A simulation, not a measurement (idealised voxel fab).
voxel wiring stack: a process module
Section cut is 240 nm wide and gridded with 5 nm square cells.
A cross-section is written here as square cells arranged in a grid, and it is given in bands from the top down, each band taking up one or more rows of cells. What a band's entry tells you: where the top is and where the bottom is, as heights in nm, and after that what lies inside, material by material from left to right, each with its width in nm. Empty space is written as the word "air", and a single material marked with the word "all across" occupies the band from edge to edge. Heights from 0 (as-received wafer is one material below). Bottom band endless downward, as "0 -> down". The width entry "30->40" should be interpreted row by row: the top row of cells in the band takes the first number, the bottom row takes the second number, and the change between adjacent rows is uniform throughout. The designation "no change", where it is given for a processing step, indicates that no cell of the cross-section was altered in the course of that step. Look at "Enclosed cavity list" for the closed voids: empty spaces with no open path to the top, sized 8 cells or up. Each is width x height at distance, distance from the left edge, all nm. after a step's settings: what the simulator itself notes on the step. overlay nm, on a step with a mask: how far to the right of its planned place the mask lay; to the left if negative.

The following list gives the planned process steps
| 1 | RECEIVE: material Si |
| 2 | CONFORMAL_DEP: material SiO2, thk nm 10 |
| 3 | DIRECTIONAL_DEP: material TiN, thk nm 5 |
| 4 | DIRECTIONAL_DEP: material Ru, thk nm 15 |
| 5 | PATTERN: tone cover, mask id METAL_1, material resist, width nm 25, pitch nm 40, thk nm 15, overlay nm 0 |
| 6 | DIRECTIONAL_ETCH: etch materials Ru, depth nm 15 |
| 7 | DIRECTIONAL_ETCH: etch materials TiN, depth nm 5 |
| 8 | STRIP: etch materials resist |
| 9 | CONFORMAL_DEP: material SiN, thk nm 5 |
| 10 | FILL_DEP: material SiO2, thk nm 10 |
| 11 | CMP: height nm 30 |
| 12 | CONFORMAL_DEP: material SiCN, thk nm 5 |
| 13 | DIRECTIONAL_DEP: material SiO2, thk nm 35 |
| 14 | MASKED_ETCH: tone open, mask id METAL_2, width nm 25, pitch nm 40, etch materials SiO2, depth nm 20, overlay nm 0 |
| 15 | DIRECTIONAL_DEP: material aC, thk nm 15 |
| 16 | PATTERN: tone open, mask id METAL_2_HOLES, material resist, width nm 15, pitch nm 40, thk nm 30, overlay nm 0 |
| 17 | DIRECTIONAL_ETCH: etch materials aC, depth nm 15 |
| 18 | STRIP: etch materials resist |
| 19 | DIRECTIONAL_ETCH: etch materials SiO2, depth nm 15 |
| 20 | DIRECTIONAL_ETCH: etch materials SiCN, depth nm 5 |
| 21 | STRIP: etch materials aC |
| 22 | CONFORMAL_DEP: material TiN, thk nm 5 |
| 23 | FILL_DEP: material Cu, thk nm 10 |
| 24 | CMP: height nm 70 |
| 25 | CONFORMAL_DEP: material SiCN, thk nm 5 |
| 26 | DIRECTIONAL_DEP: material lowk, thk nm 20 |
| 27 | PATTERN: tone open, mask id PLUG_2, material resist, width nm 15, pitch nm 80, thk nm 20, overlay nm 0 |
| 28 | DIRECTIONAL_ETCH: etch materials lowk, depth nm 20 |
| 29 | DIRECTIONAL_ETCH: etch materials SiCN, depth nm 5 |
| 30 | STRIP: etch materials resist |
| 31 | EPI: material Ru, thk nm 10 |
| 32 | EPI: material Ru, thk nm 10 |
| 33 | EPI: material Ru, thk nm 5 |
| 34 | DIRECTIONAL_DEP: material TiN, thk nm 5 |
| 35 | DIRECTIONAL_DEP: material W, thk nm 15 |
| 36 | PATTERN: tone cover, mask id METAL_3, material resist, width nm 25, pitch nm 40, thk nm 20, overlay nm 0 |
| 37 | DIRECTIONAL_ETCH: etch materials W, depth nm 15 |
| 38 | DIRECTIONAL_ETCH: etch materials TiN, depth nm 5 |
| 39 | STRIP: etch materials resist |
| 40 | CONFORMAL_DEP: material SiCN, thk nm 5 |
| 41 | FILL_DEP: material SiO2, thk nm 10 |
| 42 | CMP: height nm 115 |
| 43 | CONFORMAL_DEP: material SiCN, thk nm 5 |

As received, after step 1
* 0 -> down | Si all across
* Enclosed cavity list: none

Post-module cross-section: identical start and plan to those above, one misstep in execution
* 120 -> 115 | SiCN all across
* 115 -> 100 | SiO2 40 nm | SiCN 5 nm | W 25 nm | SiCN 5 nm | SiO2 5 nm | SiCN 5 nm | W 25 nm | SiCN 5 nm | SiO2 5 nm | SiCN 5 nm | W 25 nm | SiCN 5 nm | SiO2 5 nm | SiCN 5 nm | W 25 nm | SiCN 5 nm | SiO2 45 nm
* 100 -> 95 | SiCN 45 nm | TiN 25 nm | SiCN 15 nm | TiN 25 nm | SiCN 15 nm | TiN 25 nm | SiCN 15 nm | TiN 25 nm | SiCN 50 nm
* 95 -> 75 | lowk 45 nm | Ru 15 nm | lowk 65 nm | Ru 15 nm | lowk 100 nm
* 75 -> 70 | SiCN 45 nm | Ru 15 nm | SiCN 65 nm | Ru 15 nm | SiCN 100 nm
* 70 -> 55 | SiO2 40 nm | TiN 5 nm | Cu 15 nm | TiN 5 nm | SiO2 15 nm | TiN 5 nm | Cu 15 nm | TiN 5 nm | SiO2 15 nm | TiN 5 nm | Cu 15 nm | TiN 5 nm | SiO2 15 nm | TiN 5 nm | Cu 15 nm | TiN 5 nm | SiO2 55 nm
* 55 -> 50 | SiO2 40 nm | TiN 10 nm | Cu 5 nm | TiN 10 nm | SiO2 15 nm | TiN 10 nm | Cu 5 nm | TiN 10 nm | SiO2 15 nm | TiN 10 nm | Cu 5 nm | TiN 10 nm | SiO2 15 nm | TiN 10 nm | Cu 5 nm | TiN 10 nm | SiO2 55 nm
* 50 -> 35 | SiO2 45 nm | TiN 5 nm | Cu 5 nm | TiN 5 nm | SiO2 25 nm | TiN 5 nm | Cu 5 nm | TiN 5 nm | SiO2 25 nm | TiN 5 nm | Cu 5 nm | TiN 5 nm | SiO2 25 nm | TiN 5 nm | Cu 5 nm | TiN 5 nm | SiO2 60 nm
* 35 -> 30 | SiCN 45 nm | TiN 15 nm | SiCN 25 nm | TiN 15 nm | SiCN 25 nm | TiN 15 nm | SiCN 25 nm | TiN 15 nm | SiCN 60 nm
* 30 -> 15 | SiO2 40 nm | SiN 5 nm | Ru 25 nm | SiN 5 nm | SiO2 5 nm | SiN 5 nm | Ru 25 nm | SiN 5 nm | SiO2 5 nm | SiN 5 nm | Ru 25 nm | SiN 5 nm | SiO2 5 nm | SiN 5 nm | Ru 25 nm | SiN 5 nm | SiO2 45 nm
* 15 -> 10 | SiN 45 nm | TiN 25 nm | SiN 15 nm | TiN 25 nm | SiN 15 nm | TiN 25 nm | SiN 15 nm | TiN 25 nm | SiN 50 nm
* 10 -> 0 | SiO2 all across
* 0 -> down | Si all across
* Enclosed cavity list: none
Short version of what went wrong: step 14 was processed under conditions differing from the plan, specifically as MASKED_ETCH: tone open, mask id METAL_2, width nm 25, pitch nm 40, etch materials SiO2, depth nm 20, overlay nm -5
